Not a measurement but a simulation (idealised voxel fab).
Title: Process Module voxel capacitor over wiring
290 nm wide, 5 nm square cells: that's cross-section cut.
Cross-section layout: square cells on a grid; listed as bands, top to bottom; a band spans one or more cell rows. Band: top height; bottom height; in nm. Then, left to right: material with width in nm, for each material. "full width": a single material spanning edge to edge. "air": empty space. Heads up on the height convention: 0 is the point under which the incoming wafer is all one material, and the lowest band has no bottom, it just keeps going down, like "0 -> down". It should be noted that a width expressed as "30->40" varies in equal increments from row to row of cells within the band, taking the value of the first number at the top row and that of the second number at the bottom row. For the purposes of this document, the phrase "all unchanged" attached to a step denotes that no cell within the cross-section was modified by that step. Entry "Enclosed empty spaces". Content: empty spaces with no open connection to the top, size 8 cells or greater. Each: width x height at distance. Distance: from left edge. Unit: nm. Note: text after step settings on the step line = simulator remark on that step. overlay nm: for a step with a mask, the amount by which the mask lay right of where it was planned; a negative amount means left of it.

-- The steps planned for the process are as follows
1: RECEIVE (material Si)
2: CONFORMAL_DEP (material SiO2; thk nm 10)
3: CONFORMAL_DEP (material SiN; thk nm 5)
4: DIRECTIONAL_DEP (material SiO2; thk nm 25)
5: PATTERN (tone open; mask id METAL_1; material resist; width nm 20; pitch nm 75; thk nm 15; overlay nm 0)
6: DIRECTIONAL_ETCH (etch materials SiO2; depth nm 25)
7: DIRECTIONAL_ETCH (etch materials SiN; depth nm 5)
8: STRIP (etch materials resist)
9: CONFORMAL_DEP (material TiN; thk nm 5)
10: FILL_DEP (material Cu; thk nm 5)
11: CMP (height nm 40)
12: CONFORMAL_DEP (material SiCN; thk nm 5)
13: DIRECTIONAL_DEP (material SiO2; thk nm 15)
14: DIRECTIONAL_DEP (material aC; thk nm 15)
15: PATTERN (tone open; mask id PLUG_1; material resist; width nm 15; thk nm 35; overlay nm 0)
16: DIRECTIONAL_ETCH (etch materials aC; depth nm 15)
17: STRIP (etch materials resist)
18: DIRECTIONAL_ETCH (etch materials SiO2; depth nm 15)
19: DIRECTIONAL_ETCH (etch materials SiCN; depth nm 5)
20: STRIP (etch materials aC)
21: EPI (material Ru; thk nm 10)
22: EPI (material Ru; thk nm 10)
23: DIRECTIONAL_DEP (material TiN; thk nm 5)
24: DIRECTIONAL_DEP (material Al2O3; thk nm 5)
25: DIRECTIONAL_DEP (material TiN; thk nm 5)
26: MASKED_ETCH (tone cover; mask id UPPER_PLATE; width nm 60; etch materials TiN; depth nm 5; overlay nm 0)
27: MASKED_ETCH (tone cover; mask id UPPER_PLATE; width nm 60; etch materials Al2O3; depth nm 5; overlay nm 0)
28: MASKED_ETCH (tone cover; mask id LOWER_PLATE; width nm 70; etch materials TiN; depth nm 5; overlay nm 0)
29: FILL_DEP (material SiO2; thk nm 15)
30: CMP (height nm 85)
31: PATTERN (tone open; mask id PLUG_2; material resist; width nm 15; thk nm 20; overlay nm 0)
32: DIRECTIONAL_ETCH (etch materials SiO2; depth nm 10)
33: STRIP (etch materials resist)
34: CONFORMAL_DEP (material TiN; thk nm 5)
35: FILL_DEP (material Ru; thk nm 5)
36: CMP (height nm 85)
37: CONFORMAL_DEP (material SiCN; thk nm 5)

-- Here's what the wafer looked like in cross-section when it arrived - that's after step 1
    0 -> down = Si full width
    Enclosed empty spaces: none

-- One mistake in running the module, otherwise start and plan as above: cross-section at the end
    90 -> 85 = SiCN full width
    85 -> 80 = SiO2 (110), TiN (5), Ru (5), TiN (5), SiO2 (165)
    80 -> 70 = SiO2 (110->100), TiN (15->60), SiO2 (165->130)
    70 -> 65 = SiO2 (100), Al2O3 (60), SiO2 (130)
    65 -> 60 = SiO2 (95), TiN (70), SiO2 (125)
    60 -> 45 = SiO2 (100), Ru (15), SiO2 (175)
    45 -> 40 = SiCN (100), Ru (15), SiCN (175)
    40 -> 15 = SiO2 (95), TiN (5), Cu (15), TiN (5), SiO2 (50), TiN (5), Cu (15), TiN (5), SiO2 (95)
    15 -> 10 = SiN (95), TiN (25), SiN (50), TiN (25), SiN (95)
    10 -> 0 = SiO2 full width
    0 -> down = Si full width
    Enclosed empty spaces: none
Against the plan, the run slipped here: step 5 did not happen as planned, as run it was PATTERN (tone open; mask id METAL_1; material resist; width nm 25; pitch nm 75; thk nm 15; overlay nm 0)
